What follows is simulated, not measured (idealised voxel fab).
process module | voxel self aligned vias
cross-section cut | 285 nm wide | cells 5 nm
A cross-section is a grid of square cells, given in bands from the top down. A band is one or more rows of cells.
Each band's line starts with the height of the band's top and of its bottom, in nm. Then come its materials from left to right, each with its width in nm. One material with "throughout" fills the band from edge to edge. "air" is empty space.
Height 0 is the level under which the wafer as received is all one material. The lowest band goes on downwards, as in "0 down".
A width such as "30 to 40" changes by the same amount from each row of cells to the next, from the band's top row to its bottom row.
"no change" after a step means that no cell of the cross-section changed.
closed voids: empty space of 8 cells or more with no open way to the top, each as width x height at its distance from the left edge, in nm
after a step's settings: what the simulator itself notes on the step
overlay nm, on a step with a mask: how far to the right of its planned place the mask lay; to the left if negative
plan
1 op RECEIVE | material Si
2 op CONFORMAL_DEP | material SiO2 | thk nm 10
3 op CONFORMAL_DEP | material SiCN | thk nm 5
4 op DIRECTIONAL_DEP | material SiO2 | thk nm 30
5 op DIRECTIONAL_DEP | material aC | thk nm 10
6 op PATTERN | tone open | mask id LINES | material resist | width nm 25 | pitch nm 60 | thk nm 25 | overlay nm 0
7 op DIRECTIONAL_ETCH | etch materials aC | depth nm 10
8 op STRIP | etch materials resist
9 op DIRECTIONAL_ETCH | etch materials SiO2 | depth nm 30
10 op STRIP | etch materials aC
11 op CONFORMAL_DEP | material TiN | thk nm 5
12 op FILL_DEP | material Ru | thk nm 10
13 op CMP | height nm 45
14 op SELECTIVE_ETCH | etch materials W Ru TiN | depth nm 10
15 op FILL_DEP | material SiN | thk nm 10
16 op CMP | height nm 45
17 op DIRECTIONAL_DEP | material SiO2 | thk nm 20
18 op DIRECTIONAL_DEP | material aC | thk nm 10
19 op PATTERN | tone open | mask id VIAS | material resist | width nm 45 | pitch nm 60 | thk nm 30 | overlay nm 0
20 op DIRECTIONAL_ETCH | etch materials aC | depth nm 10
21 op STRIP | etch materials resist
22 op DIRECTIONAL_ETCH | etch materials SiO2 | depth nm 20
23 op DIRECTIONAL_ETCH | etch materials SiN | depth nm 10
24 op STRIP | etch materials aC
25 op CONFORMAL_DEP | material TiN | thk nm 5
26 op FILL_DEP | material Cu | thk nm 5
27 op CMP | height nm 65
28 op CONFORMAL_DEP | material SiN | thk nm 5
first wafer, as planned
as received, after step 1
  0 down: Si throughout
  closed voids: none
after step 2
  10 to 0: SiO2 throughout
  below 0: unchanged
after step 3
  15 to 10: SiCN throughout
  below 10: unchanged
after step 4
  45 to 15: SiO2 throughout
  below 15: unchanged
after step 5
  55 to 45: aC throughout
  below 45: unchanged
after step 6
  80 to 55: resist 70 | air 25 | resist 35 | air 25 | resist 35 | air 25 | resist 70
  below 55: unchanged
after step 7
  70 to 55: resist 70 | air 25 | resist 35 | air 25 | resist 35 | air 25 | resist 70
  55 to 45: aC 70 | air 25 | aC 35 | air 25 | aC 35 | air 25 | aC 70
  below 45: unchanged
after step 8
  55 to 45: aC 70 | air 25 | aC 35 | air 25 | aC 35 | air 25 | aC 70
  below 45: unchanged
after step 9
  55 to 45: aC 70 | air 25 | aC 35 | air 25 | aC 35 | air 25 | aC 70
  45 to 15: SiO2 70 | air 25 | SiO2 35 | air 25 | SiO2 35 | air 25 | SiO2 70
  below 15: unchanged
after step 10
  45 to 15: SiO2 70 | air 25 | SiO2 35 | air 25 | SiO2 35 | air 25 | SiO2 70
  below 15: unchanged
after step 11
  50 to 45: TiN 75 | air 15 | TiN 45 | air 15 | TiN 45 | air 15 | TiN 75
  45 to 20: SiO2 70 | TiN 5 | air 15 | TiN 5 | SiO2 35 | TiN 5 | air 15 | TiN 5 | SiO2 35 | TiN 5 | air 15 | TiN 5 | SiO2 70
  20 to 15: SiO2 70 | TiN 25 | SiO2 35 | TiN 25 | SiO2 35 | TiN 25 | SiO2 70
  below 15: unchanged
after step 12
  60 to 50: Ru throughout
  50 to 45: TiN 75 | Ru 15 | TiN 45 | Ru 15 | TiN 45 | Ru 15 | TiN 75
  45 to 20: SiO2 70 | TiN 5 | Ru 15 | TiN 5 | SiO2 35 | TiN 5 | Ru 15 | TiN 5 | SiO2 35 | TiN 5 | Ru 15 | TiN 5 | SiO2 70
  below 20: unchanged
after step 13
  45 to 20: SiO2 70 | TiN 5 | Ru 15 | TiN 5 | SiO2 35 | TiN 5 | Ru 15 | TiN 5 | SiO2 35 | TiN 5 | Ru 15 | TiN 5 | SiO2 70
  below 20: unchanged
after step 14
  45 to 35: SiO2 70 | air 25 | SiO2 35 | air 25 | SiO2 35 | air 25 | SiO2 70
  below 35: unchanged
after step 15
  55 to 45: SiN throughout
  45 to 35: SiO2 70 | SiN 25 | SiO2 35 | SiN 25 | SiO2 35 | SiN 25 | SiO2 70
  below 35: unchanged
after step 16
  45 to 35: SiO2 70 | SiN 25 | SiO2 35 | SiN 25 | SiO2 35 | SiN 25 | SiO2 70
  below 35: unchanged
after step 17
  65 to 45: SiO2 throughout
  below 45: unchanged
after step 18
  75 to 65: aC throughout
  below 65: unchanged
after step 19
  105 to 75: resist 60 | air 45 | resist 15 | air 45 | resist 15 | air 45 | resist 60
  below 75: unchanged
after step 20
  95 to 75: resist 60 | air 45 | resist 15 | air 45 | resist 15 | air 45 | resist 60
  75 to 65: aC 60 | air 45 | aC 15 | air 45 | aC 15 | air 45 | aC 60
  below 65: unchanged
after step 21
  75 to 65: aC 60 | air 45 | aC 15 | air 45 | aC 15 | air 45 | aC 60
  below 65: unchanged
after step 22
  75 to 65: aC 60 | air 45 | aC 15 | air 45 | aC 15 | air 45 | aC 60
  65 to 45: SiO2 60 | air 45 | SiO2 15 | air 45 | SiO2 15 | air 45 | SiO2 60
  below 45: unchanged
after step 23
  75 to 65: aC 60 | air 45 | aC 15 | air 45 | aC 15 | air 45 | aC 60
  65 to 45: SiO2 60 | air 45 | SiO2 15 | air 45 | SiO2 15 | air 45 | SiO2 60
  45 to 35: SiO2 70 | air 25 | SiO2 35 | air 25 | SiO2 35 | air 25 | SiO2 70
  below 35: unchanged
after step 24
  65 to 45: SiO2 60 | air 45 | SiO2 15 | air 45 | SiO2 15 | air 45 | SiO2 60
  below 45: unchanged
after step 25
  70 to 65: TiN 65 | air 35 | TiN 25 | air 35 | TiN 25 | air 35 | TiN 65
  65 to 50: SiO2 60 | TiN 5 | air 35 | TiN 5 | SiO2 15 | TiN 5 | air 35 | TiN 5 | SiO2 15 | TiN 5 | air 35 | TiN 5 | SiO2 60
  50 to 40: SiO2 60 to 70 | TiN 15 to 5 | air 15 | TiN 15 to 5 | SiO2 15 to 35 | TiN 15 to 5 | air 15 | TiN 15 to 5 | SiO2 15 to 35 | TiN 15 to 5 | air 15 | TiN 15 to 5 | SiO2 60 to 70
  40 to 35: SiO2 70 | TiN 25 | SiO2 35 | TiN 25 | SiO2 35 | TiN 25 | SiO2 70
  below 35: unchanged
after step 26
  75 to 70: Cu throughout
  70 to 65: TiN 65 | Cu 35 | TiN 25 | Cu 35 | TiN 25 | Cu 35 | TiN 65
  65 to 50: SiO2 60 | TiN 5 | Cu 35 | TiN 5 | SiO2 15 | TiN 5 | Cu 35 | TiN 5 | SiO2 15 | TiN 5 | Cu 35 | TiN 5 | SiO2 60
  50 to 40: SiO2 60 to 70 | TiN 15 to 5 | Cu 15 | TiN 15 to 5 | SiO2 15 to 35 | TiN 15 to 5 | Cu 15 | TiN 15 to 5 | SiO2 15 to 35 | TiN 15 to 5 | Cu 15 | TiN 15 to 5 | SiO2 60 to 70
  below 40: unchanged
after step 27
  65 to 50: SiO2 60 | TiN 5 | Cu 35 | TiN 5 | SiO2 15 | TiN 5 | Cu 35 | TiN 5 | SiO2 15 | TiN 5 | Cu 35 | TiN 5 | SiO2 60
  below 50: unchanged
after step 28
  70 to 65: SiN throughout
  below 65: unchanged
second wafer: like start, like plan, one mistake. Through step 1 it matches the first wafer
when step 2 should have ended
  15 to 0: SiO2 throughout
  below 0: unchanged
when step 3 should have ended
  20 to 15: SiCN throughout
  below 15: unchanged
when step 4 should have ended
  50 to 20: SiO2 throughout
  below 20: unchanged
when step 5 should have ended
  60 to 50: aC throughout
  below 50: unchanged
when step 6 should have ended
  85 to 60: resist 70 | air 25 | resist 35 | air 25 | resist 35 | air 25 | resist 70
  below 60: unchanged
when step 7 should have ended
  75 to 60: resist 70 | air 25 | resist 35 | air 25 | resist 35 | air 25 | resist 70
  60 to 50: aC 70 | air 25 | aC 35 | air 25 | aC 35 | air 25 | aC 70
  below 50: unchanged
when step 8 should have ended
  60 to 50: aC 70 | air 25 | aC 35 | air 25 | aC 35 | air 25 | aC 70
  below 50: unchanged
when step 9 should have ended
  60 to 50: aC 70 | air 25 | aC 35 | air 25 | aC 35 | air 25 | aC 70
  50 to 20: SiO2 70 | air 25 | SiO2 35 | air 25 | SiO2 35 | air 25 | SiO2 70
  below 20: unchanged
when step 10 should have ended
  50 to 20: SiO2 70 | air 25 | SiO2 35 | air 25 | SiO2 35 | air 25 | SiO2 70
  below 20: unchanged
when step 11 should have ended
  55 to 50: TiN 75 | air 15 | TiN 45 | air 15 | TiN 45 | air 15 | TiN 75
  50 to 25: SiO2 70 | TiN 5 | air 15 | TiN 5 | SiO2 35 | TiN 5 | air 15 | TiN 5 | SiO2 35 | TiN 5 | air 15 | TiN 5 | SiO2 70
  25 to 20: SiO2 70 | TiN 25 | SiO2 35 | TiN 25 | SiO2 35 | TiN 25 | SiO2 70
  below 20: unchanged
when step 12 should have ended
  65 to 55: Ru throughout
  55 to 50: TiN 75 | Ru 15 | TiN 45 | Ru 15 | TiN 45 | Ru 15 | TiN 75
  50 to 25: SiO2 70 | TiN 5 | Ru 15 | TiN 5 | SiO2 35 | TiN 5 | Ru 15 | TiN 5 | SiO2 35 | TiN 5 | Ru 15 | TiN 5 | SiO2 70
  below 25: unchanged
when step 13 should have ended
  45 to 25: SiO2 70 | TiN 5 | Ru 15 | TiN 5 | SiO2 35 | TiN 5 | Ru 15 | TiN 5 | SiO2 35 | TiN 5 | Ru 15 | TiN 5 | SiO2 70
  below 25: unchanged
when step 14 should have ended
  45 to 35: SiO2 70 | air 25 | SiO2 35 | air 25 | SiO2 35 | air 25 | SiO2 70
  below 35: unchanged
when step 15 should have ended
  55 to 45: SiN throughout
  45 to 35: SiO2 70 | SiN 25 | SiO2 35 | SiN 25 | SiO2 35 | SiN 25 | SiO2 70
  below 35: unchanged
when step 16 should have ended
  45 to 35: SiO2 70 | SiN 25 | SiO2 35 | SiN 25 | SiO2 35 | SiN 25 | SiO2 70
  below 35: unchanged
when step 17 should have ended
  65 to 45: SiO2 throughout
  below 45: unchanged
when step 18 should have ended
  75 to 65: aC throughout
  below 65: unchanged
when step 19 should have ended
  105 to 75: resist 60 | air 45 | resist 15 | air 45 | resist 15 | air 45 | resist 60
  below 75: unchanged
when step 20 should have ended
  95 to 75: resist 60 | air 45 | resist 15 | air 45 | resist 15 | air 45 | resist 60
  75 to 65: aC 60 | air 45 | aC 15 | air 45 | aC 15 | air 45 | aC 60
  below 65: unchanged
when step 21 should have ended
  75 to 65: aC 60 | air 45 | aC 15 | air 45 | aC 15 | air 45 | aC 60
  below 65: unchanged
when step 22 should have ended
  75 to 65: aC 60 | air 45 | aC 15 | air 45 | aC 15 | air 45 | aC 60
  65 to 45: SiO2 60 | air 45 | SiO2 15 | air 45 | SiO2 15 | air 45 | SiO2 60
  below 45: unchanged
when step 23 should have ended
  75 to 65: aC 60 | air 45 | aC 15 | air 45 | aC 15 | air 45 | aC 60
  65 to 45: SiO2 60 | air 45 | SiO2 15 | air 45 | SiO2 15 | air 45 | SiO2 60
  45 to 35: SiO2 70 | air 25 | SiO2 35 | air 25 | SiO2 35 | air 25 | SiO2 70
  below 35: unchanged
when step 24 should have ended
  65 to 45: SiO2 60 | air 45 | SiO2 15 | air 45 | SiO2 15 | air 45 | SiO2 60
  below 45: unchanged
when step 25 should have ended
  70 to 65: TiN 65 | air 35 | TiN 25 | air 35 | TiN 25 | air 35 | TiN 65
  65 to 50: SiO2 60 | TiN 5 | air 35 | TiN 5 | SiO2 15 | TiN 5 | air 35 | TiN 5 | SiO2 15 | TiN 5 | air 35 | TiN 5 | SiO2 60
  50 to 40: SiO2 60 to 70 | TiN 15 to 5 | air 15 | TiN 15 to 5 | SiO2 15 to 35 | TiN 15 to 5 | air 15 | TiN 15 to 5 | SiO2 15 to 35 | TiN 15 to 5 | air 15 | TiN 15 to 5 | SiO2 60 to 70
  40 to 35: SiO2 70 | TiN 25 | SiO2 35 | TiN 25 | SiO2 35 | TiN 25 | SiO2 70
  below 35: unchanged
when step 26 should have ended
  75 to 70: Cu throughout
  70 to 65: TiN 65 | Cu 35 | TiN 25 | Cu 35 | TiN 25 | Cu 35 | TiN 65
  65 to 50: SiO2 60 | TiN 5 | Cu 35 | TiN 5 | SiO2 15 | TiN 5 | Cu 35 | TiN 5 | SiO2 15 | TiN 5 | Cu 35 | TiN 5 | SiO2 60
  50 to 40: SiO2 60 to 70 | TiN 15 to 5 | Cu 15 | TiN 15 to 5 | SiO2 15 to 35 | TiN 15 to 5 | Cu 15 | TiN 15 to 5 | SiO2 15 to 35 | TiN 15 to 5 | Cu 15 | TiN 15 to 5 | SiO2 60 to 70
  below 40: unchanged
when step 27 should have ended
  65 to 50: SiO2 60 | TiN 5 | Cu 35 | TiN 5 | SiO2 15 | TiN 5 | Cu 35 | TiN 5 | SiO2 15 | TiN 5 | Cu 35 | TiN 5 | SiO2 60
  below 50: unchanged
when step 28 should have ended
  70 to 65: SiN throughout
  below 65: unchanged
what went wrong: step 2 ran as: op CONFORMAL_DEP | material SiO2 | thk nm 15
at the end the second wafer has, in cells: 9 fewer of Ru | 15 more of SiO2 | 6 fewer of TiN
